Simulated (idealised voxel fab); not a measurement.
Title: Process Module voxel gate over fins
The width of the displayed cross-section, cut, is 295 nm; its cells are square, with a size of 5 nm.
Each cross-section below is a grid of square cells, stated as bands in top-down order, with one or more rows of cells making up each band.
For a band, the entry starts with two heights in nm, that of the top and then that of the bottom, and carries on with the band's materials in order from left to right, each alongside its width in nm; the word "all across" beside a single material means it fills the band edge to edge, and "empty" means empty space.
Heights are reckoned from 0. Under this level, the received wafer is all of one material. The bottommost band is open-ended downward, for example "0 and below".
Width: "30..40" (first number = top row, second number = bottom row, same change from row to row of cells).
"remained the same" means the step left every cell of the cross-section as it was.
Basically, "Sealed-off cavities" tells you about the enclosed voids: empty spaces with no open way to the top, 8 cells or bigger, each written width x height at distance, where distance is from the left edge, all in nm.
Whatever follows a step's settings on its line is a remark the simulator itself makes about that step.
A step line may carry the setting "overlay nm", which, for steps involving a mask, states the distance by which the mask lay to the right of its intended position; negative values denote displacement to the left.
The process steps that were planned are listed below:
1,op RECEIVE | material Si
2,op CONFORMAL_DEP | material SiN | thk nm 5
3,op MASKED_ETCH | tone cover | mask id FINS | width nm 15 | pitch nm 40 | etch materials SiN | depth nm 5 | overlay nm 0
4,op MASKED_ETCH | tone cover | mask id FINS | width nm 15 | pitch nm 40 | etch materials Si | depth nm 35 | overlay nm 0
5,op OXIDIZE | depth nm 5
6,op FILL_DEP | material SiO2 | thk nm 15
7,op CMP | height nm 5
8,op SELECTIVE_ETCH | etch materials SiO2 | depth nm 15
9,op STRIP | etch materials SiN
10,op CONFORMAL_DEP | material HfO2 | thk nm 5
11,op CONFORMAL_DEP | material TiN | thk nm 5
12,op CONFORMAL_DEP | material TiAl | thk nm 5
13,op CONFORMAL_DEP | material TiN | thk nm 5
14,op FILL_DEP | material W | thk nm 15
15,op CMP | height nm 30
16,op CONFORMAL_DEP | material SiN | thk nm 10
Received-state cross-section, reflecting completion of step 1:
  0 and below | Si all across
  Sealed-off cavities: none
Module complete, cross-section. Starting point and plan per above. One mistake made in running the module:
  40 down to 30 | SiN all across
  30 down to 20 | W all across
  20 down to 15 | 105 W | 85 TiN | 105 W
  15 down to 10 | 105 W | 5 TiN | 35 TiAl | 5 TiN | 35 TiAl | 5 TiN | 105 W
  10 down to 5 | 110 TiN | 5 TiAl | 25 TiN | 5 TiAl | 5 TiN | 5 TiAl | 25 TiN | 5 TiAl | 110 TiN
  5 down to 0 | 115 TiAl | 5 TiN | 15 HfO2 | 5 TiN | 15 TiAl | 5 TiN | 15 HfO2 | 5 TiN | 115 TiAl
  0 down to -5 | 120 TiN | 5 HfO2 | 5 Si | 5 HfO2 | 25 TiN | 5 HfO2 | 5 Si | 5 HfO2 | 120 TiN
  -5 down to -10 | 125 HfO2 | 5 Si | 35 HfO2 | 5 Si | 125 HfO2
  -10 down to -50 | 125 SiO2 | 5 Si | 35 SiO2 | 5 Si | 125 SiO2
  -50 and below | Si all across
  Sealed-off cavities: none
What was the processing mistake? planned and actual differ for step 4; actual: op MASKED_ETCH | tone cover | mask id FINS | width nm 15 | pitch nm 40 | etch materials Si | depth nm 45 | overlay nm 0
